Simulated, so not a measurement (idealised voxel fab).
voxel tone inversion: a process module
Shown is cross-section cut, with a width of 145 nm and square cells of size 5 nm.
Square cells in a grid make up a cross-section in this document, and the grid is given as bands, listed from the top down, each one or more rows of cells.
This entry defines a band. It first specifies the height of the band's top and the height of its bottom in nm, and then specifies the band's materials from left to right, stating each material with its width in nm. The word "everywhere" identifies a single material that fills the band from edge to edge, while the word "blank" identifies empty space.
The reference from which all heights are counted is 0, the level beneath which the as-received wafer is entirely one material; the lowest band, having no lower bound, proceeds downward and is written after the example "0 nm and below".
Width "30->40": first value at the band's top row of cells, second value at its bottom row, equal change from row to row.
It should be understood that the words "no alterations made", when stated for a given step, signify that the cross-section underwent no change in any of its cells during that step.
This entry, "Sealed-off cavities", enumerates those empty regions of no fewer than 8 cells that possess no open connection to the top. Each region is reported in the form width x height at distance, the distance being taken from the left edge, with all three quantities expressed in nm.
On a step's line, text after the settings is the simulator commenting on that step.
What "overlay nm" on a step's line means: if the step has a mask, that mask lay this far to the right of its planned place, or, when the value is negative, to the left.
-- The steps planned for the process are as follows
1 RECEIVE, material Si
2 CONFORMAL_DEP, material SiCN, thk nm 10
3 DIRECTIONAL_DEP, material polySi, thk nm 15
4 PATTERN, tone cover, mask id POSTS, material resist, width nm 20, pitch nm 40, thk nm 25, overlay nm 0
5 DIRECTIONAL_ETCH, etch materials polySi, depth nm 15
6 STRIP, etch materials resist
7 FILL_DEP, material lowk, thk nm 5
8 CMP, height nm 25
9 STRIP, etch materials polySi
10 CONFORMAL_DEP, material TiN, thk nm 5
11 FILL_DEP, material Cu, thk nm 10
12 CMP, height nm 25
13 CONFORMAL_DEP, material SiN, thk nm 5
-- Cross-section of the wafer at receipt, which is the condition after step 1
0 nm and below  Si everywhere
Sealed-off cavities: none
-- One mistake in running the module, otherwise start and plan as above: cross-section at the end
30 nm to 25 nm  SiN everywhere
25 nm to 15 nm  30 lowk, then 5 TiN, then 10 Cu, then 5 TiN, then 20 lowk, then 5 TiN, then 10 Cu, then 5 TiN, then 20 lowk, then 5 TiN, then 10 Cu, then 5 TiN, then 15 lowk
15 nm to 10 nm  30 lowk, then 20 TiN, then 20 lowk, then 20 TiN, then 20 lowk, then 20 TiN, then 15 lowk
10 nm to 0 nm  SiCN everywhere
0 nm and below  Si everywhere
Sealed-off cavities: none
Against the plan, the run slipped here: step 4 deviated from plan and actually ran as PATTERN, tone cover, mask id POSTS, material resist, width nm 20, pitch nm 40, thk nm 25, overlay nm 10
